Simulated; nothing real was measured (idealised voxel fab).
process module | voxel spacer lines
cross-section cut | 235 nm wide | cells 5 nm
A cross-section is a grid of square cells, given in bands from the top down. A band is one or more rows of cells.
Each band's line starts with the height of the band's top and of its bottom, in nm. Then come its materials from left to right, each with its width in nm. One material with "throughout" fills the band from edge to edge. "air" is empty space.
Height 0 is the level under which the wafer as received is all one material. The lowest band goes on downwards, as in "0 down".
A width such as "30 to 40" changes by the same amount from each row of cells to the next, from the band's top row to its bottom row.
"no change" after a step means that no cell of the cross-section changed.
closed voids: empty space of 8 cells or more with no open way to the top, each as width x height at its distance from the left edge, in nm
after a step's settings: what the simulator itself notes on the step
overlay nm, on a step with a mask: how far to the right of its planned place the mask lay; to the left if negative
plan
1 op RECEIVE | material Si
2 op CONFORMAL_DEP | material Al2O3 | thk nm 10
3 op DIRECTIONAL_DEP | material SiN | thk nm 15
4 op DIRECTIONAL_DEP | material polySi | thk nm 20
5 op PATTERN | tone cover | mask id MANDREL | material resist | width nm 20 | pitch nm 70 | thk nm 25 | overlay nm 0
6 op DIRECTIONAL_ETCH | etch materials polySi | depth nm 20
7 op STRIP | etch materials resist
8 op CONFORMAL_DEP | material SiO2 | thk nm 15
9 op DIRECTIONAL_ETCH | etch materials SiO2 | depth nm 15
10 op STRIP | etch materials polySi
11 op DIRECTIONAL_ETCH | etch materials SiN | depth nm 15
12 op STRIP | etch materials SiO2
13 op FILL_DEP | material lowk | thk nm 5
14 op CMP | height nm 25
as received, after step 1
  0 down: Si throughout
  closed voids: none
first wafer at the end, as planned
  25 to 10: lowk 55 | SiN 15 | lowk 20 | SiN 15 | lowk 20 | SiN 15 | lowk 20 | SiN 15 | lowk 60
  10 to 0: Al2O3 throughout
  0 down: Si throughout
  closed voids: none
second wafer at the end: like start, like plan, one mistake
  25 to 10: lowk 55 | SiN 15 | lowk 25 | SiN 15 | lowk 15 | SiN 15 | lowk 25 | SiN 15 | lowk 55
  10 to 0: Al2O3 throughout
  0 down: Si throughout
  closed voids: none
what went wrong: step 5 ran as: op PATTERN | tone cover | mask id MANDREL | material resist | width nm 25 | pitch nm 70 | thk nm 25 | overlay nm 0
at the end the second wafer has, in cells: as many of each material as the first, in other places
